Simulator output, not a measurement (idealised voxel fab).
You're looking at the process module voxel tone inversion.
We display cut, a cross-section 145 nm in width whose square cells are each 5 nm.
Cross-section format: a grid of square cells, given as bands from top to bottom; each band is one or more rows of cells. Read a band's entry like this: the first values are the height of its top and the height of its bottom in nm, and what follows is the sequence of materials from left to right, each with its width in nm. Note that "blank" is empty space, and that a single material marked "throughout" reaches across the band from edge to edge. All heights in this document are referenced to 0, defined as the level beneath which the wafer, as received, consists entirely of one material. The lowest band is not bounded below; it extends indefinitely downward and is written in the form "0 nm and below". When a width is written as two numbers, as in "30..40", the first number is the width in the top row of cells of the band and the second is the width in its bottom row, and the width changes by the same amount from each row to the next. Key: "nothing got changed" - step with no changed cell in the cross-section. "Completely enclosed voids" lists enclosed empty spaces (at least 8 cells, no open path upward to the top), each as width x height at distance from the left edge, in nm. Post-settings text on a step line: simulator's own remark regarding the step. overlay nm: where the mask lay relative to plan, measured to the right, on steps with a mask; negatives go left.

# List of planned process steps
1,RECEIVE, material Si
2,CONFORMAL_DEP, material SiCN, thk nm 10
3,DIRECTIONAL_DEP, material aC, thk nm 25
4,PATTERN, tone cover, mask id POSTS, material resist, width nm 25, pitch nm 40, thk nm 30, overlay nm 0
5,DIRECTIONAL_ETCH, etch materials aC, depth nm 25
6,STRIP, etch materials resist
7,FILL_DEP, material SiO2, thk nm 5
8,CMP, height nm 35
9,STRIP, etch materials aC
10,CONFORMAL_DEP, material TiN, thk nm 5
11,FILL_DEP, material Ru, thk nm 5
12,CMP, height nm 35
13,CONFORMAL_DEP, material SiCN, thk nm 5

# As-received wafer cross-section (after step 1)
0 nm and below  Si throughout
Completely enclosed voids: none

# First of two wafers: cross-section at end of module, run per plan
40 nm to 35 nm  SiCN throughout
35 nm to 15 nm  40 of SiO2  5 of TiN  15 of Ru  5 of TiN  15 of SiO2  5 of TiN  15 of Ru  5 of TiN  40 of SiO2
15 nm to 10 nm  40 of SiO2  25 of TiN  15 of SiO2  25 of TiN  40 of SiO2
10 nm to 0 nm  SiCN throughout
0 nm and below  Si throughout
Completely enclosed voids: none

# Module end: cross-section of wafer two of two. Same start and process plan as the first wafer. One mistake during execution
40 nm to 35 nm  SiCN throughout
35 nm to 15 nm  35 of Ru  5 of TiN  25 of SiO2  5 of TiN  5 of Ru  5 of TiN  25 of SiO2  5 of TiN  35 of Ru
15 nm to 10 nm  40 of TiN  25 of SiO2  15 of TiN  25 of SiO2  40 of TiN
10 nm to 0 nm  SiCN throughout
0 nm and below  Si throughout
Completely enclosed voids: none
Which mistake was made when the wafer was run? note that step 4 departed from the planned setting and was carried out as PATTERN, tone open, mask id POSTS, material resist, width nm 25, pitch nm 40, thk nm 30, overlay nm 0
Final comparison by cell count, materials where the second wafer has more or fewer than the first: +36 Ru; -45 SiO2; +9 TiN
